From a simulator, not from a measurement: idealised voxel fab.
Process module, titled voxel wiring stack
Square cells of 5 nm make up the cross-section cut, whose width is 165 nm.
When this document writes out a cross-section, it uses a grid of square cells and lists it as bands, beginning at the top and moving down, with a band standing for one or more rows of cells. This entry defines a band. It first specifies the height of the band's top and the height of its bottom in nm, and then specifies the band's materials from left to right, stating each material with its width in nm. The word "edge to edge" identifies a single material that fills the band from edge to edge, while the word "blank" identifies empty space. Counting heights begins at 0, where everything beneath is, in the wafer as received, one material. The lowest band has no bottom; it goes on downwards, as "0 nm and below" shows. It should be noted that a width expressed as "30 to 40" varies in equal increments from row to row of cells within the band, taking the value of the first number at the top row and that of the second number at the bottom row. No cell of the cross-section changed in a step that is given as "nothing altered". Under "Closed void list" you'll find the enclosed gaps, the ones with no way out to the top, that are 8 cells or bigger; each reads width x height at distance, with distance counted from the left edge, everything in nm. Anything after a step's settings on that line? It's the simulator's own note about the step. overlay nm: on a step with a mask, how far right of its planned place the mask lay; negative means left.

**These are the steps we planned for the process**
step 1: RECEIVE with material Si
step 2: CONFORMAL_DEP with material SiO2, thk nm 10
step 3: DIRECTIONAL_DEP with material TiN, thk nm 5
step 4: DIRECTIONAL_DEP with material W, thk nm 25
step 5: DIRECTIONAL_DEP with material aC, thk nm 10
step 6: PATTERN with tone cover, mask id METAL_1, material resist, width nm 20, pitch nm 35, thk nm 25, overlay nm 0
step 7: DIRECTIONAL_ETCH with etch materials aC, depth nm 10
step 8: STRIP with etch materials resist
step 9: DIRECTIONAL_ETCH with etch materials W, depth nm 25
step 10: DIRECTIONAL_ETCH with etch materials TiN, depth nm 5
step 11: STRIP with etch materials aC
step 12: CONFORMAL_DEP with material SiN, thk nm 5
step 13: FILL_DEP with material lowk, thk nm 10
step 14: CMP with height nm 40
step 15: CONFORMAL_DEP with material SiCN, thk nm 5
step 16: DIRECTIONAL_DEP with material SiO2, thk nm 15
step 17: PATTERN with tone open, mask id PLUG_1, material resist, width nm 15, pitch nm 70, thk nm 15, overlay nm 0
step 18: DIRECTIONAL_ETCH with etch materials SiO2, depth nm 15
step 19: DIRECTIONAL_ETCH with etch materials SiCN, depth nm 5
step 20: STRIP with etch materials resist
step 21: CONFORMAL_DEP with material TiN, thk nm 5
step 22: FILL_DEP with material Cu, thk nm 5
step 23: CMP with height nm 60
step 24: DIRECTIONAL_DEP with material TiN, thk nm 5
step 25: DIRECTIONAL_DEP with material Ru, thk nm 25
step 26: PATTERN with tone cover, mask id METAL_2, material resist, width nm 20, pitch nm 35, thk nm 20, overlay nm 0
step 27: DIRECTIONAL_ETCH with etch materials Ru, depth nm 25
step 28: DIRECTIONAL_ETCH with etch materials TiN, depth nm 5
step 29: STRIP with etch materials resist
step 30: FILL_DEP with material SiO2, thk nm 5
step 31: CMP with height nm 90
step 32: CONFORMAL_DEP with material SiN, thk nm 5

**Wafer, first of two, run as planned**

**Delivered wafer in cross-section: state after step 1**
	0 nm and below | Si edge to edge
	Closed void list: none

**Cross-section: wafer state after step 2**
	10 nm to 0 nm | SiO2 edge to edge
	Beneath the level 0, the cross-section is identical to its previous state.

**Cross-section: wafer state after step 3**
	15 nm to 10 nm | TiN edge to edge
	Beneath the level 10, the cross-section is identical to its previous state.

**Cross-section: wafer state after step 4**
	40 nm to 15 nm | W edge to edge
	Beneath the level 15, the cross-section is identical to its previous state.

**Cross-section: wafer state after step 5**
	50 nm to 40 nm | aC edge to edge
	Beneath the level 40, the cross-section is identical to its previous state.

**Cross-section: wafer state after step 6**
	75 nm to 50 nm | 20 nm blank, 20 nm resist, 15 nm blank, 20 nm resist, 15 nm blank, 20 nm resist, 15 nm blank, 20 nm resist, 20 nm blank
	Beneath the level 50, the cross-section is identical to its previous state.

**Cross-section: wafer state after step 7**
	65 nm to 50 nm | 20 nm blank, 20 nm resist, 15 nm blank, 20 nm resist, 15 nm blank, 20 nm resist, 15 nm blank, 20 nm resist, 20 nm blank
	50 nm to 40 nm | 20 nm blank, 20 nm aC, 15 nm blank, 20 nm aC, 15 nm blank, 20 nm aC, 15 nm blank, 20 nm aC, 20 nm blank
	Beneath the level 40, the cross-section is identical to its previous state.

**Cross-section: wafer state after step 8**
	50 nm to 40 nm | 20 nm blank, 20 nm aC, 15 nm blank, 20 nm aC, 15 nm blank, 20 nm aC, 15 nm blank, 20 nm aC, 20 nm blank
	Beneath the level 40, the cross-section is identical to its previous state.

**Cross-section: wafer state after step 9**
	50 nm to 40 nm | 20 nm blank, 20 nm aC, 15 nm blank, 20 nm aC, 15 nm blank, 20 nm aC, 15 nm blank, 20 nm aC, 20 nm blank
	40 nm to 15 nm | 20 nm blank, 20 nm W, 15 nm blank, 20 nm W, 15 nm blank, 20 nm W, 15 nm blank, 20 nm W, 20 nm blank
	Beneath the level 15, the cross-section is identical to its previous state.

**Cross-section: wafer state after step 10**
	50 nm to 40 nm | 20 nm blank, 20 nm aC, 15 nm blank, 20 nm aC, 15 nm blank, 20 nm aC, 15 nm blank, 20 nm aC, 20 nm blank
	40 nm to 15 nm | 20 nm blank, 20 nm W, 15 nm blank, 20 nm W, 15 nm blank, 20 nm W, 15 nm blank, 20 nm W, 20 nm blank
	15 nm to 10 nm | 20 nm blank, 20 nm TiN, 15 nm blank, 20 nm TiN, 15 nm blank, 20 nm TiN, 15 nm blank, 20 nm TiN, 20 nm blank
	Beneath the level 10, the cross-section is identical to its previous state.

**Cross-section: wafer state after step 11**
	40 nm to 15 nm | 20 nm blank, 20 nm W, 15 nm blank, 20 nm W, 15 nm blank, 20 nm W, 15 nm blank, 20 nm W, 20 nm blank
	Beneath the level 15, the cross-section is identical to its previous state.

**Cross-section: wafer state after step 12**
	45 nm to 40 nm | 15 nm blank, 30 nm SiN, 5 nm blank, 30 nm SiN, 5 nm blank, 30 nm SiN, 5 nm blank, 30 nm SiN, 15 nm blank
	40 nm to 15 nm | 15 nm blank, 5 nm SiN, 20 nm W, 5 nm SiN, 5 nm blank, 5 nm SiN, 20 nm W, 5 nm SiN, 5 nm blank, 5 nm SiN, 20 nm W, 5 nm SiN, 5 nm blank, 5 nm SiN, 20 nm W, 5 nm SiN, 15 nm blank
	15 nm to 10 nm | 20 nm SiN, 20 nm TiN, 15 nm SiN, 20 nm TiN, 15 nm SiN, 20 nm TiN, 15 nm SiN, 20 nm TiN, 20 nm SiN
	Beneath the level 10, the cross-section is identical to its previous state.

**Cross-section: wafer state after step 13**
	55 nm to 45 nm | lowk edge to edge
	45 nm to 40 nm | 15 nm lowk, 30 nm SiN, 5 nm lowk, 30 nm SiN, 5 nm lowk, 30 nm SiN, 5 nm lowk, 30 nm SiN, 15 nm lowk
	40 nm to 15 nm | 15 nm lowk, 5 nm SiN, 20 nm W, 5 nm SiN, 5 nm lowk, 5 nm SiN, 20 nm W, 5 nm SiN, 5 nm lowk, 5 nm SiN, 20 nm W, 5 nm SiN, 5 nm lowk, 5 nm SiN, 20 nm W, 5 nm SiN, 15 nm lowk
	Beneath the level 15, the cross-section is identical to its previous state.

**Cross-section: wafer state after step 14**
	40 nm to 15 nm | 15 nm lowk, 5 nm SiN, 20 nm W, 5 nm SiN, 5 nm lowk, 5 nm SiN, 20 nm W, 5 nm SiN, 5 nm lowk, 5 nm SiN, 20 nm W, 5 nm SiN, 5 nm lowk, 5 nm SiN, 20 nm W, 5 nm SiN, 15 nm lowk
	Beneath the level 15, the cross-section is identical to its previous state.

**Cross-section: wafer state after step 15**
	45 nm to 40 nm | SiCN edge to edge
	Beneath the level 40, the cross-section is identical to its previous state.

**Cross-section: wafer state after step 16**
	60 nm to 45 nm | SiO2 edge to edge
	Beneath the level 45, the cross-section is identical to its previous state.

**Cross-section: wafer state after step 17**
	75 nm to 60 nm | 20 nm resist, 15 nm blank, 55 nm resist, 15 nm blank, 60 nm resist
	Beneath the level 60, the cross-section is identical to its previous state.

**Cross-section: wafer state after step 18**
	75 nm to 60 nm | 20 nm resist, 15 nm blank, 55 nm resist, 15 nm blank, 60 nm resist
	60 nm to 45 nm | 20 nm SiO2, 15 nm blank, 55 nm SiO2, 15 nm blank, 60 nm SiO2
	Beneath the level 45, the cross-section is identical to its previous state.

**Cross-section: wafer state after step 19**
	75 nm to 60 nm | 20 nm resist, 15 nm blank, 55 nm resist, 15 nm blank, 60 nm resist
	60 nm to 45 nm | 20 nm SiO2, 15 nm blank, 55 nm SiO2, 15 nm blank, 60 nm SiO2
	45 nm to 40 nm | 20 nm SiCN, 15 nm blank, 55 nm SiCN, 15 nm blank, 60 nm SiCN
	Beneath the level 40, the cross-section is identical to its previous state.

**Cross-section: wafer state after step 20**
	60 nm to 45 nm | 20 nm SiO2, 15 nm blank, 55 nm SiO2, 15 nm blank, 60 nm SiO2
	Beneath the level 45, the cross-section is identical to its previous state.

**Cross-section: wafer state after step 21**
	65 nm to 60 nm | 25 nm TiN, 5 nm blank, 65 nm TiN, 5 nm blank, 65 nm TiN
	60 nm to 45 nm | 20 nm SiO2, 5 nm TiN, 5 nm blank, 5 nm TiN, 55 nm SiO2, 5 nm TiN, 5 nm blank, 5 nm TiN, 60 nm SiO2
	45 nm to 40 nm | 20 nm SiCN, 15 nm TiN, 55 nm SiCN, 15 nm TiN, 60 nm SiCN
	Beneath the level 40, the cross-section is identical to its previous state.

**Cross-section: wafer state after step 22**
	70 nm to 65 nm | Cu edge to edge
	65 nm to 60 nm | 25 nm TiN, 5 nm Cu, 65 nm TiN, 5 nm Cu, 65 nm TiN
	60 nm to 45 nm | 20 nm SiO2, 5 nm TiN, 5 nm Cu, 5 nm TiN, 55 nm SiO2, 5 nm TiN, 5 nm Cu, 5 nm TiN, 60 nm SiO2
	Beneath the level 45, the cross-section is identical to its previous state.

**Cross-section: wafer state after step 23**
	60 nm to 45 nm | 20 nm SiO2, 5 nm TiN, 5 nm Cu, 5 nm TiN, 55 nm SiO2, 5 nm TiN, 5 nm Cu, 5 nm TiN, 60 nm SiO2
	Beneath the level 45, the cross-section is identical to its previous state.

**Cross-section: wafer state after step 24**
	65 nm to 60 nm | TiN edge to edge
	Beneath the level 60, the cross-section is identical to its previous state.

**Cross-section: wafer state after step 25**
	90 nm to 65 nm | Ru edge to edge
	Beneath the level 65, the cross-section is identical to its previous state.

**Cross-section: wafer state after step 26**
	110 nm to 90 nm | 20 nm blank, 20 nm resist, 15 nm blank, 20 nm resist, 15 nm blank, 20 nm resist, 15 nm blank, 20 nm resist, 20 nm blank
	Beneath the level 90, the cross-section is identical to its previous state.

**Cross-section: wafer state after step 27**
	110 nm to 90 nm | 20 nm blank, 20 nm resist, 15 nm blank, 20 nm resist, 15 nm blank, 20 nm resist, 15 nm blank, 20 nm resist, 20 nm blank
	90 nm to 65 nm | 20 nm blank, 20 nm Ru, 15 nm blank, 20 nm Ru, 15 nm blank, 20 nm Ru, 15 nm blank, 20 nm Ru, 20 nm blank
	Beneath the level 65, the cross-section is identical to its previous state.

**Cross-section: wafer state after step 28**
	110 nm to 90 nm | 20 nm blank, 20 nm resist, 15 nm blank, 20 nm resist, 15 nm blank, 20 nm resist, 15 nm blank, 20 nm resist, 20 nm blank
	90 nm to 65 nm | 20 nm blank, 20 nm Ru, 15 nm blank, 20 nm Ru, 15 nm blank, 20 nm Ru, 15 nm blank, 20 nm Ru, 20 nm blank
	65 nm to 60 nm | 20 nm blank, 20 nm TiN, 15 nm blank, 20 nm TiN, 15 nm blank, 20 nm TiN, 15 nm blank, 20 nm TiN, 20 nm blank
	Beneath the level 60, the cross-section is identical to its previous state.

**Cross-section: wafer state after step 29**
	90 nm to 65 nm | 20 nm blank, 20 nm Ru, 15 nm blank, 20 nm Ru, 15 nm blank, 20 nm Ru, 15 nm blank, 20 nm Ru, 20 nm blank
	Beneath the level 65, the cross-section is identical to its previous state.

**Cross-section: wafer state after step 30**
	95 nm to 90 nm | SiO2 edge to edge
	90 nm to 65 nm | 20 nm SiO2, 20 nm Ru, 15 nm SiO2, 20 nm Ru, 15 nm SiO2, 20 nm Ru, 15 nm SiO2, 20 nm Ru, 20 nm SiO2
	65 nm to 60 nm | 20 nm SiO2, 20 nm TiN, 15 nm SiO2, 20 nm TiN, 15 nm SiO2, 20 nm TiN, 15 nm SiO2, 20 nm TiN, 20 nm SiO2
	Beneath the level 60, the cross-section is identical to its previous state.

**Cross-section: wafer state after step 31**
	90 nm to 65 nm | 20 nm SiO2, 20 nm Ru, 15 nm SiO2, 20 nm Ru, 15 nm SiO2, 20 nm Ru, 15 nm SiO2, 20 nm Ru, 20 nm SiO2
	Beneath the level 65, the cross-section is identical to its previous state.

**Cross-section: wafer state after step 32**
	95 nm to 90 nm | SiN edge to edge
	Beneath the level 90, the cross-section is identical to its previous state.

**The remaining wafer, second of the two, started like the first and was run to the same plan, except that one mistake was made along the way; the two coincide through step 13, inclusive**

Cross-section: second wafer, time at which step 14 was scheduled to end: nothing altered

**Cross-section: second wafer, time at which step 15 was scheduled to end**
	60 nm to 55 nm | SiCN edge to edge
	Beneath the level 55, the cross-section is identical to its previous state.

**Cross-section: second wafer, time at which step 16 was scheduled to end**
	75 nm to 60 nm | SiO2 edge to edge
	Beneath the level 60, the cross-section is identical to its previous state.

**Cross-section: second wafer, time at which step 17 was scheduled to end**
	90 nm to 75 nm | 20 nm resist, 15 nm blank, 55 nm resist, 15 nm blank, 60 nm resist
	Beneath the level 75, the cross-section is identical to its previous state.

**Cross-section: second wafer, time at which step 18 was scheduled to end**
	90 nm to 75 nm | 20 nm resist, 15 nm blank, 55 nm resist, 15 nm blank, 60 nm resist
	75 nm to 60 nm | 20 nm SiO2, 15 nm blank, 55 nm SiO2, 15 nm blank, 60 nm SiO2
	Beneath the level 60, the cross-section is identical to its previous state.

**Cross-section: second wafer, time at which step 19 was scheduled to end**
	90 nm to 75 nm | 20 nm resist, 15 nm blank, 55 nm resist, 15 nm blank, 60 nm resist
	75 nm to 60 nm | 20 nm SiO2, 15 nm blank, 55 nm SiO2, 15 nm blank, 60 nm SiO2
	60 nm to 55 nm | 20 nm SiCN, 15 nm blank, 55 nm SiCN, 15 nm blank, 60 nm SiCN
	Beneath the level 55, the cross-section is identical to its previous state.

**Cross-section: second wafer, time at which step 20 was scheduled to end**
	75 nm to 60 nm | 20 nm SiO2, 15 nm blank, 55 nm SiO2, 15 nm blank, 60 nm SiO2
	Beneath the level 60, the cross-section is identical to its previous state.

**Cross-section: second wafer, time at which step 21 was scheduled to end**
	80 nm to 75 nm | 25 nm TiN, 5 nm blank, 65 nm TiN, 5 nm blank, 65 nm TiN
	75 nm to 60 nm | 20 nm SiO2, 5 nm TiN, 5 nm blank, 5 nm TiN, 55 nm SiO2, 5 nm TiN, 5 nm blank, 5 nm TiN, 60 nm SiO2
	60 nm to 55 nm | 20 nm SiCN, 15 nm TiN, 55 nm SiCN, 15 nm TiN, 60 nm SiCN
	Beneath the level 55, the cross-section is identical to its previous state.

**Cross-section: second wafer, time at which step 22 was scheduled to end**
	85 nm to 80 nm | Cu edge to edge
	80 nm to 75 nm | 25 nm TiN, 5 nm Cu, 65 nm TiN, 5 nm Cu, 65 nm TiN
	75 nm to 60 nm | 20 nm SiO2, 5 nm TiN, 5 nm Cu, 5 nm TiN, 55 nm SiO2, 5 nm TiN, 5 nm Cu, 5 nm TiN, 60 nm SiO2
	Beneath the level 60, the cross-section is identical to its previous state.

**Cross-section: second wafer, time at which step 23 was scheduled to end**
	60 nm to 55 nm | 20 nm SiCN, 15 nm TiN, 55 nm SiCN, 15 nm TiN, 60 nm SiCN
	Beneath the level 55, the cross-section is identical to its previous state.

**Cross-section: second wafer, time at which step 24 was scheduled to end**
	65 nm to 60 nm | TiN edge to edge
	Beneath the level 60, the cross-section is identical to its previous state.

**Cross-section: second wafer, time at which step 25 was scheduled to end**
	90 nm to 65 nm | Ru edge to edge
	Beneath the level 65, the cross-section is identical to its previous state.

**Cross-section: second wafer, time at which step 26 was scheduled to end**
	110 nm to 90 nm | 20 nm blank, 20 nm resist, 15 nm blank, 20 nm resist, 15 nm blank, 20 nm resist, 15 nm blank, 20 nm resist, 20 nm blank
	Beneath the level 90, the cross-section is identical to its previous state.

**Cross-section: second wafer, time at which step 27 was scheduled to end**
	110 nm to 90 nm | 20 nm blank, 20 nm resist, 15 nm blank, 20 nm resist, 15 nm blank, 20 nm resist, 15 nm blank, 20 nm resist, 20 nm blank
	90 nm to 65 nm | 20 nm blank, 20 nm Ru, 15 nm blank, 20 nm Ru, 15 nm blank, 20 nm Ru, 15 nm blank, 20 nm Ru, 20 nm blank
	Beneath the level 65, the cross-section is identical to its previous state.

**Cross-section: second wafer, time at which step 28 was scheduled to end**
	110 nm to 90 nm | 20 nm blank, 20 nm resist, 15 nm blank, 20 nm resist, 15 nm blank, 20 nm resist, 15 nm blank, 20 nm resist, 20 nm blank
	90 nm to 65 nm | 20 nm blank, 20 nm Ru, 15 nm blank, 20 nm Ru, 15 nm blank, 20 nm Ru, 15 nm blank, 20 nm Ru, 20 nm blank
	65 nm to 60 nm | 20 nm blank, 20 nm TiN, 15 nm blank, 20 nm TiN, 15 nm blank, 20 nm TiN, 15 nm blank, 20 nm TiN, 20 nm blank
	Beneath the level 60, the cross-section is identical to its previous state.

**Cross-section: second wafer, time at which step 29 was scheduled to end**
	90 nm to 65 nm | 20 nm blank, 20 nm Ru, 15 nm blank, 20 nm Ru, 15 nm blank, 20 nm Ru, 15 nm blank, 20 nm Ru, 20 nm blank
	Beneath the level 65, the cross-section is identical to its previous state.

**Cross-section: second wafer, time at which step 30 was scheduled to end**
	95 nm to 90 nm | SiO2 edge to edge
	90 nm to 65 nm | 20 nm SiO2, 20 nm Ru, 15 nm SiO2, 20 nm Ru, 15 nm SiO2, 20 nm Ru, 15 nm SiO2, 20 nm Ru, 20 nm SiO2
	65 nm to 60 nm | 20 nm SiO2, 20 nm TiN, 15 nm SiO2, 20 nm TiN, 15 nm SiO2, 20 nm TiN, 15 nm SiO2, 20 nm TiN, 20 nm SiO2
	Beneath the level 60, the cross-section is identical to its previous state.

**Cross-section: second wafer, time at which step 31 was scheduled to end**
	90 nm to 65 nm | 20 nm SiO2, 20 nm Ru, 15 nm SiO2, 20 nm Ru, 15 nm SiO2, 20 nm Ru, 15 nm SiO2, 20 nm Ru, 20 nm SiO2
	Beneath the level 65, the cross-section is identical to its previous state.

**Cross-section: second wafer, time at which step 32 was scheduled to end**
	95 nm to 90 nm | SiN edge to edge
	Beneath the level 90, the cross-section is identical to its previous state.
What went wrong in running the wafer? execution of step 14 of the plan did not take place, the step having been omitted
The closing comparison, in cells, has the second wafer with more or fewer of some materials than the first: Cu -6, SiN +24, SiO2 -81, TiN -12, lowk +75
